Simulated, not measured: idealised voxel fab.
A process module follows: voxel transistor to metal.
The cross-section on display is named cut; it measures 285 nm wide, and its cells are 5 nm squares.
Square cells in a grid make up a cross-section in this document, and the grid is given as bands, listed from the top down, each one or more rows of cells. Within each band entry, the heights of the top and of the bottom of the band appear first, in that order and in nm; the materials of the band then follow from left to right, each with its corresponding width in nm. The designation "throughout" on a single material indicates that it fills the band from edge to edge; the designation "air" indicates empty space. Basically, 0 is our baseline, since under it the wafer straight out of the box is all one material. The bottom band has no lower end and keeps on going down, so it looks like "top 0, no bottom". So if you see something like "30..40" for the width, read it as the top row of the band sitting at the first number and the bottom row at the second, with every row in between moving by the same amount as the last. Basically "all unchanged" means that step didn't change any cell in the cross-section. Heads up: "Enclosed void catalog" only lists the empty pockets with no open path to the top that are 8 cells or more, and it writes them as width x height at distance, distance from the left edge, in nm. Text after the settings on a step's line: the simulator's own remark on that step. A step line may carry the setting "overlay nm", which, for steps involving a mask, states the distance by which the mask lay to the right of its intended position; negative values denote displacement to the left.

**Process steps - plan**
1. RECEIVE [material Si]
2. OXIDIZE [depth nm 5]
3. CONFORMAL_DEP [material SiN] [thk nm 10]
4. MASKED_ETCH [tone cover] [mask id ACTIVE] [width nm 100] [pitch nm 130] [etch materials SiN] [depth nm 10] [overlay nm 0]
5. MASKED_ETCH [tone cover] [mask id ACTIVE] [width nm 100] [pitch nm 130] [etch materials SiO2] [depth nm 5] [overlay nm 0]
6. MASKED_ETCH [tone cover] [mask id ACTIVE] [width nm 100] [pitch nm 130] [etch materials Si] [depth nm 30] [overlay nm 0]
7. FILL_DEP [material SiO2] [thk nm 5]
8. CMP [height nm 10]
9. SELECTIVE_ETCH [etch materials SiO2] [depth nm 5]
10. STRIP [etch materials SiN]
11. SELECTIVE_ETCH [etch materials SiO2] [depth nm 5]
12. OXIDIZE [depth nm 5]
13. DIRECTIONAL_DEP [material polySi] [thk nm 25]
14. DIRECTIONAL_DEP [material SiCN] [thk nm 15]
15. DIRECTIONAL_DEP [material aC] [thk nm 15]
16. PATTERN [tone cover] [mask id GATE] [material resist] [width nm 20] [pitch nm 130] [thk nm 35] [overlay nm 0]
17. DIRECTIONAL_ETCH [etch materials aC] [depth nm 15]
18. STRIP [etch materials resist]
19. DIRECTIONAL_ETCH [etch materials SiCN] [depth nm 25]
20. DIRECTIONAL_ETCH [etch materials polySi] [depth nm 35]
21. STRIP [etch materials aC]
22. CONFORMAL_DEP [material SiO2] [thk nm 5]
23. DIRECTIONAL_ETCH [etch materials SiO2] [depth nm 5]
24. CONFORMAL_DEP [material SiN] [thk nm 10]
25. DIRECTIONAL_ETCH [etch materials SiN] [depth nm 10]
26. DIRECTIONAL_ETCH [etch materials SiO2] [depth nm 5]
27. EPI [material pSi] [thk nm 5]
28. FILL_DEP [material SiO2] [thk nm 10]
29. CMP [height nm 35]
30. DIRECTIONAL_DEP [material SiO2] [thk nm 15]
31. PATTERN [tone open] [mask id CONTACT] [material resist] [width nm 15] [pitch nm 65] [thk nm 20] [overlay nm 0]
32. DIRECTIONAL_ETCH [etch materials SiO2] [depth nm 55]
33. STRIP [etch materials resist]
34. CONFORMAL_DEP [material TiN] [thk nm 5]
35. FILL_DEP [material Ru] [thk nm 5]
36. CMP [height nm 50]
37. CONFORMAL_DEP [material SiCN] [thk nm 5]
38. DIRECTIONAL_DEP [material lowk] [thk nm 20]
39. PATTERN [tone open] [mask id METAL_1] [material resist] [width nm 15] [pitch nm 65] [thk nm 15] [overlay nm 0]
40. DIRECTIONAL_ETCH [etch materials lowk] [depth nm 20]
41. DIRECTIONAL_ETCH [etch materials SiCN] [depth nm 5]
42. STRIP [etch materials resist]
43. CONFORMAL_DEP [material TiN] [thk nm 5]
44. FILL_DEP [material W] [thk nm 10]
45. CMP [height nm 75]
46. EPI [material Ru] [thk nm 5]
47. FILL_DEP [material SiCN] [thk nm 5]

**Incoming wafer, cross-sectional view, post step 1**
	top 0, no bottom | Si throughout
	Enclosed void catalog: none

**Post-module cross-section of the first of two wafers (run per plan)**
	top 85, bottom 80 | SiCN throughout
	top 80, bottom 75 | SiCN 30 nm  Ru 25 nm  SiCN 40 nm  Ru 25 nm  SiCN 40 nm  Ru 25 nm  SiCN 40 nm  Ru 25 nm  SiCN 35 nm
	top 75, bottom 55 | lowk 35 nm  TiN 5 nm  W 5 nm  TiN 5 nm  lowk 50 nm  TiN 5 nm  W 5 nm  TiN 5 nm  lowk 50 nm  TiN 5 nm  W 5 nm  TiN 5 nm  lowk 50 nm  TiN 5 nm  W 5 nm  TiN 5 nm  lowk 40 nm
	top 55, bottom 50 | SiCN 35 nm  TiN 15 nm  SiCN 50 nm  TiN 15 nm  SiCN 50 nm  TiN 15 nm  SiCN 50 nm  TiN 15 nm  SiCN 40 nm
	top 50, bottom 35 | SiO2 35 nm  TiN 5 nm  Ru 5 nm  TiN 5 nm  SiO2 50 nm  TiN 5 nm  Ru 5 nm  TiN 5 nm  SiO2 50 nm  TiN 5 nm  Ru 5 nm  TiN 5 nm  SiO2 50 nm  TiN 5 nm  Ru 5 nm  TiN 5 nm  SiO2 40 nm
	top 35, bottom 20 | SiO2 35 nm  TiN 5 nm  Ru 5 nm  TiN 5 nm  SiN 10 nm  SiO2 5 nm  SiCN 20 nm  SiO2 5 nm  SiN 10 nm  TiN 5 nm  Ru 5 nm  TiN 5 nm  SiO2 50 nm  TiN 5 nm  Ru 5 nm  TiN 5 nm  SiN 10 nm  SiO2 5 nm  SiCN 20 nm  SiO2 5 nm  SiN 10 nm  TiN 5 nm  Ru 5 nm  TiN 5 nm  SiO2 40 nm
	top 20, bottom 0 | SiO2 35 nm  TiN 5 nm  Ru 5 nm  TiN 5 nm  SiN 10 nm  SiO2 5 nm  polySi 20 nm  SiO2 5 nm  SiN 10 nm  TiN 5 nm  Ru 5 nm  TiN 5 nm  SiO2 50 nm  TiN 5 nm  Ru 5 nm  TiN 5 nm  SiN 10 nm  SiO2 5 nm  polySi 20 nm  SiO2 5 nm  SiN 10 nm  TiN 5 nm  Ru 5 nm  TiN 5 nm  SiO2 40 nm
	top 0, bottom -5 | SiO2 25 nm  SiN 10 nm  TiN 15 nm  SiN 10 nm  SiO2 5 nm  polySi 20 nm  SiO2 5 nm  SiN 10 nm  TiN 15 nm  SiN 10 nm  SiO2 30 nm  SiN 10 nm  TiN 15 nm  SiN 10 nm  SiO2 5 nm  polySi 20 nm  SiO2 5 nm  SiN 10 nm  TiN 15 nm  SiN 10 nm  SiO2 30 nm
	top -5, bottom -10 | SiO2 35 nm  pSi 15 nm  SiO2 50 nm  pSi 15 nm  SiO2 50 nm  pSi 15 nm  SiO2 50 nm  pSi 15 nm  SiO2 40 nm
	top -10, bottom -35 | SiO2 25 nm  Si 100 nm  SiO2 30 nm  Si 100 nm  SiO2 30 nm
	top -35, no bottom | Si throughout
	Enclosed void catalog: none

**Wafer two, sectioned after the module: the first wafer's start, the first wafer's plan, and one mistake in how it was run**
	top 85, bottom 80 | SiCN throughout
	top 80, bottom 75 | SiCN 30 nm  Ru 25 nm  SiCN 40 nm  Ru 25 nm  SiCN 40 nm  Ru 25 nm  SiCN 40 nm  Ru 25 nm  SiCN 35 nm
	top 75, bottom 55 | lowk 35 nm  TiN 5 nm  W 5 nm  TiN 5 nm  lowk 50 nm  TiN 5 nm  W 5 nm  TiN 5 nm  lowk 50 nm  TiN 5 nm  W 5 nm  TiN 5 nm  lowk 50 nm  TiN 5 nm  W 5 nm  TiN 5 nm  lowk 40 nm
	top 55, bottom 50 | SiCN 35 nm  TiN 15 nm  SiCN 50 nm  TiN 15 nm  SiCN 50 nm  TiN 15 nm  SiCN 50 nm  TiN 15 nm  SiCN 40 nm
	top 50, bottom 25 | SiO2 35 nm  TiN 5 nm  Ru 5 nm  TiN 5 nm  SiO2 50 nm  TiN 5 nm  Ru 5 nm  TiN 5 nm  SiO2 50 nm  TiN 5 nm  Ru 5 nm  TiN 5 nm  SiO2 50 nm  TiN 5 nm  Ru 5 nm  TiN 5 nm  SiO2 40 nm
	top 25, bottom 10 | SiO2 35 nm  TiN 5 nm  Ru 5 nm  TiN 5 nm  SiN 10 nm  SiO2 5 nm  SiCN 20 nm  SiO2 5 nm  SiN 10 nm  TiN 5 nm  Ru 5 nm  TiN 5 nm  SiO2 50 nm  TiN 5 nm  Ru 5 nm  TiN 5 nm  SiN 10 nm  SiO2 5 nm  SiCN 20 nm  SiO2 5 nm  SiN 10 nm  TiN 5 nm  Ru 5 nm  TiN 5 nm  SiO2 40 nm
	top 10, bottom 0 | SiO2 35 nm  TiN 5 nm  Ru 5 nm  TiN 5 nm  SiN 10 nm  SiO2 5 nm  polySi 20 nm  SiO2 5 nm  SiN 10 nm  TiN 5 nm  Ru 5 nm  TiN 5 nm  SiO2 50 nm  TiN 5 nm  Ru 5 nm  TiN 5 nm  SiN 10 nm  SiO2 5 nm  polySi 20 nm  SiO2 5 nm  SiN 10 nm  TiN 5 nm  Ru 5 nm  TiN 5 nm  SiO2 40 nm
	top 0, bottom -5 | SiO2 25 nm  SiN 10 nm  TiN 15 nm  SiN 10 nm  SiO2 5 nm  polySi 20 nm  SiO2 5 nm  SiN 10 nm  TiN 15 nm  SiN 10 nm  SiO2 30 nm  SiN 10 nm  TiN 15 nm  SiN 10 nm  SiO2 5 nm  polySi 20 nm  SiO2 5 nm  SiN 10 nm  TiN 15 nm  SiN 10 nm  SiO2 30 nm
	top -5, bottom -10 | SiO2 35 nm  pSi 15 nm  SiO2 50 nm  pSi 15 nm  SiO2 50 nm  pSi 15 nm  SiO2 50 nm  pSi 15 nm  SiO2 40 nm
	top -10, bottom -35 | SiO2 25 nm  Si 100 nm  SiO2 30 nm  Si 100 nm  SiO2 30 nm
	top -35, no bottom | Si throughout
	Enclosed void catalog: none
Here's what went sideways: not per plan at step 13, really ran DIRECTIONAL_DEP [material polySi] [thk nm 15]
Wafer comparison, final, in cells, second relative to first, materials more or fewer: SiN -16, SiO2 +32, polySi -16
